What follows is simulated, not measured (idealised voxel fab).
A process module follows: voxel transistor to metal.
Cross-sectional view cut (width: 280 nm; square cell size: 5 nm).
The cross-sections in this document take the form of a grid made of square cells. They are written out as bands, in order from top to bottom. Each band consists of one or more rows of cells.
Heads up on the band format: heights come first, top then bottom, in nm. After that it's the materials left to right, each with its width in nm. A single material flagged "all across" fills the whole band edge to edge, and "blank" means there's empty space there.
Height is counted from the level 0, under which the received wafer is composed throughout of one material. The lowest of the bands is not closed at the bottom but continues downward, in the notation "0..down".
Graded width ("30..40"): value in top row of band = first number; value in bottom row = second number; row-to-row change constant.
"same as before", as given for a step, is the statement that not any cell of the cross-section underwent a change during that step.
The list in "Closed void entries" covers empty spaces of 8 cells or more that cannot reach the top through any open way, and it gives each as width x height at distance; the distance is from the left edge, and width, height and distance are in nm.
Read whatever lies past the settings on a step's line as the simulator's own remark about the step.
Each step line may optionally specify "overlay nm", which for a step with a mask gives the rightward distance between the mask's planned place and where it lay, a negative value indicating the leftward direction.

-- Set out below are the planned steps of the process
- 1: RECEIVE (material Si)
- 2: OXIDIZE (depth nm 5)
- 3: CONFORMAL_DEP (material SiN; thk nm 15)
- 4: MASKED_ETCH (tone cover; mask id ACTIVE; width nm 100; pitch nm 130; etch materials SiN; depth nm 15; overlay nm 0)
- 5: MASKED_ETCH (tone cover; mask id ACTIVE; width nm 100; pitch nm 130; etch materials SiO2; depth nm 5; overlay nm 0)
- 6: MASKED_ETCH (tone cover; mask id ACTIVE; width nm 100; pitch nm 130; etch materials Si; depth nm 25; overlay nm 0)
- 7: OXIDIZE (depth nm 5)
- 8: FILL_DEP (material SiO2; thk nm 5)
- 9: CMP (height nm 15)
- 10: SELECTIVE_ETCH (etch materials SiO2; depth nm 15)
- 11: STRIP (etch materials SiN)
- 12: SELECTIVE_ETCH (etch materials SiO2; depth nm 5)
- 13: OXIDIZE (depth nm 5)
- 14: DIRECTIONAL_DEP (material polySi; thk nm 20)
- 15: DIRECTIONAL_DEP (material SiCN; thk nm 10)
- 16: MASKED_ETCH (tone cover; mask id GATE; width nm 20; pitch nm 130; etch materials SiCN; depth nm 20; overlay nm 0)
- 17: MASKED_ETCH (tone cover; mask id GATE; width nm 20; pitch nm 130; etch materials polySi; depth nm 30; overlay nm 0)
- 18: CONFORMAL_DEP (material SiN; thk nm 5)
- 19: DIRECTIONAL_ETCH (etch materials SiN; depth nm 5)
- 20: DIRECTIONAL_ETCH (etch materials SiO2; depth nm 5)
- 21: EPI (material pSi; thk nm 5)
- 22: FILL_DEP (material SiO2; thk nm 10)
- 23: CMP (height nm 25)
- 24: DIRECTIONAL_DEP (material SiO2; thk nm 10)
- 25: DIRECTIONAL_DEP (material aC; thk nm 15)
- 26: PATTERN (tone open; mask id CONTACT; material resist; width nm 30; thk nm 30; overlay nm 0)
- 27: DIRECTIONAL_ETCH (etch materials aC; depth nm 15)
- 28: STRIP (etch materials resist)
- 29: DIRECTIONAL_ETCH (etch materials SiO2; depth nm 40)
- 30: STRIP (etch materials aC)
- 31: CONFORMAL_DEP (material TiN; thk nm 5)
- 32: FILL_DEP (material W; thk nm 10)
- 33: CMP (height nm 35)
- 34: CONFORMAL_DEP (material SiN; thk nm 5)
- 35: DIRECTIONAL_DEP (material SiO2; thk nm 15)
- 36: DIRECTIONAL_DEP (material aC; thk nm 10)
- 37: PATTERN (tone open; mask id METAL_1; material resist; width nm 15; thk nm 30; overlay nm 0)
- 38: DIRECTIONAL_ETCH (etch materials aC; depth nm 10)
- 39: STRIP (etch materials resist)
- 40: DIRECTIONAL_ETCH (etch materials SiO2; depth nm 15)
- 41: DIRECTIONAL_ETCH (etch materials SiN; depth nm 5)
- 42: STRIP (etch materials aC)
- 43: CONFORMAL_DEP (material TiN; thk nm 5)
- 44: FILL_DEP (material Cu; thk nm 10)
- 45: CMP (height nm 55)
- 46: CONFORMAL_DEP (material SiN; thk nm 5)

-- Here's what the wafer looked like in cross-section when it arrived - that's after step 1
> 0..down: Si all across
> Closed void entries: none

-- What the wafer looks like in cross-section after this module, when it starts as shown above and follows the plan above but one mistake is made in running it
> 60..55: SiN all across
> 55..40: SiO2 30, TiN 5, Cu 5, TiN 5, SiO2 60, TiN 5, Cu 5, TiN 5, SiO2 40, TiN 5, Cu 5, TiN 5, SiO2 60, TiN 5, Cu 5, TiN 5, SiO2 30
> 40..35: SiN 30, TiN 15, SiN 60, TiN 15, SiN 40, TiN 15, SiN 60, TiN 15, SiN 30
> 35..25: Cu all across
> 25..15: SiO2 60, SiN 5, SiCN 20, SiN 5, SiO2 100, SiN 5, SiCN 20, SiN 5, SiO2 60
> 15..-5: SiO2 60, SiN 5, polySi 20, SiN 5, SiO2 100, SiN 5, polySi 20, SiN 5, SiO2 60
> -5..-10: SiO2 25, pSi 35, SiO2 30, pSi 35, SiO2 30, pSi 35, SiO2 30, pSi 35, SiO2 25
> -10..-35: SiO2 30, Si 90, SiO2 40, Si 90, SiO2 30
> -35..down: Si all across
> Closed void entries: none
What was done differently from what was planned? step 24 was run on a setting that differed from the plan, and what really ran there is DIRECTIONAL_DEP (material Cu; thk nm 10)
